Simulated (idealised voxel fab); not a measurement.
This section sets out a process module, namely voxel lift off.
The cross-section shown here is cut; it is 290 nm wide and divided into square cells measuring 5 nm on a side.
Cross-section format: a grid of square cells, given as bands from top to bottom; each band is one or more rows of cells. Top, bottom (nm), then materials left to right with widths (nm); lone material tagged "throughout" fills the whole band edge to edge; "empty" = empty space. The reference from which all heights are counted is 0, the level beneath which the as-received wafer is entirely one material; the lowest band, having no lower bound, proceeds downward and is written after the example "0..down". The expression "30->40" gives the width at the extremes of the band, the first number at its top row of cells and the second at its bottom row, with the width changing by equal amounts from each row to the next in between. "all unchanged" after a step means that no cell of the cross-section changed. You'll see "Enclosed cavities" listing empty spaces that have no way open to the top, as long as they're 8 cells or more; the notation is width x height at distance, where the distance is from the left edge, and all of it is in nm. Note: text after step settings on the step line = simulator remark on that step. "overlay nm" denotes, for a step that has a mask, the displacement of the mask to the right of its planned place, with negative values corresponding to the left.

## Below is the list of planned process steps
1. RECEIVE [material Si]
2. CONFORMAL_DEP [material SiN] [thk nm 15]
3. PATTERN [tone open] [mask id LINES] [material resist] [width nm 15] [pitch nm 35] [thk nm 15] [overlay nm 0]
4. DIRECTIONAL_DEP [material Ru] [thk nm 5]
5. STRIP [etch materials resist]
6. CONFORMAL_DEP [material SiCN] [thk nm 10]

## What follows covers the first of two wafers; it ran as planned

## Wafer as received: cross-section following step 1
- 0..down: Si throughout
- Enclosed cavities: none

## The following cross-section depicts the wafer upon completion of step 2
- 15..0: SiN throughout
- Beneath the level 0, the cross-section is identical to its previous state.

## The following cross-section depicts the wafer upon completion of step 3
- 30..15: 85 nm resist / 15 nm empty / 20 nm resist / 15 nm empty / 20 nm resist / 15 nm empty / 20 nm resist / 15 nm empty / 85 nm resist
- Beneath the level 15, the cross-section is identical to its previous state.

## The following cross-section depicts the wafer upon completion of step 4
- 35..30: 85 nm Ru / 15 nm empty / 20 nm Ru / 15 nm empty / 20 nm Ru / 15 nm empty / 20 nm Ru / 15 nm empty / 85 nm Ru
- 30..20: 85 nm resist / 15 nm empty / 20 nm resist / 15 nm empty / 20 nm resist / 15 nm empty / 20 nm resist / 15 nm empty / 85 nm resist
- 20..15: 85 nm resist / 15 nm Ru / 20 nm resist / 15 nm Ru / 20 nm resist / 15 nm Ru / 20 nm resist / 15 nm Ru / 85 nm resist
- Beneath the level 15, the cross-section is identical to its previous state.

## The following cross-section depicts the wafer upon completion of step 5
- 20..15: 85 nm empty / 15 nm Ru / 20 nm empty / 15 nm Ru / 20 nm empty / 15 nm Ru / 20 nm empty / 15 nm Ru / 85 nm empty
- Beneath the level 15, the cross-section is identical to its previous state.

## The following cross-section depicts the wafer upon completion of step 6
- 30..25: 75 nm empty / 140 nm SiCN / 75 nm empty
- 25..20: SiCN throughout
- 20..15: 85 nm SiCN / 15 nm Ru / 20 nm SiCN / 15 nm Ru / 20 nm SiCN / 15 nm Ru / 20 nm SiCN / 15 nm Ru / 85 nm SiCN
- Beneath the level 15, the cross-section is identical to its previous state.

## Wafer two: like wafer one in start and plan, but with one mistake in execution; identical up to and including step 1

## Second wafer: cross-section at the scheduled end of step 2
- 30..0: SiN throughout
- Beneath the level 0, the cross-section is identical to its previous state.

## Second wafer: cross-section at the scheduled end of step 3
- 45..30: 85 nm resist / 15 nm empty / 20 nm resist / 15 nm empty / 20 nm resist / 15 nm empty / 20 nm resist / 15 nm empty / 85 nm resist
- Beneath the level 30, the cross-section is identical to its previous state.

## Second wafer: cross-section at the scheduled end of step 4
- 50..45: 85 nm Ru / 15 nm empty / 20 nm Ru / 15 nm empty / 20 nm Ru / 15 nm empty / 20 nm Ru / 15 nm empty / 85 nm Ru
- 45..35: 85 nm resist / 15 nm empty / 20 nm resist / 15 nm empty / 20 nm resist / 15 nm empty / 20 nm resist / 15 nm empty / 85 nm resist
- 35..30: 85 nm resist / 15 nm Ru / 20 nm resist / 15 nm Ru / 20 nm resist / 15 nm Ru / 20 nm resist / 15 nm Ru / 85 nm resist
- Beneath the level 30, the cross-section is identical to its previous state.

## Second wafer: cross-section at the scheduled end of step 5
- 35..30: 85 nm empty / 15 nm Ru / 20 nm empty / 15 nm Ru / 20 nm empty / 15 nm Ru / 20 nm empty / 15 nm Ru / 85 nm empty
- Beneath the level 30, the cross-section is identical to its previous state.

## Second wafer: cross-section at the scheduled end of step 6
- 45..40: 75 nm empty / 140 nm SiCN / 75 nm empty
- 40..35: SiCN throughout
- 35..30: 85 nm SiCN / 15 nm Ru / 20 nm SiCN / 15 nm Ru / 20 nm SiCN / 15 nm Ru / 20 nm SiCN / 15 nm Ru / 85 nm SiCN
- Beneath the level 30, the cross-section is identical to its previous state.
In executing the process, a mistake was made relative to the plan: in the plan, step 2 was performed twice
Final difference in cells, second wafer against first, listed per material as more or fewer: SiN: 174 more
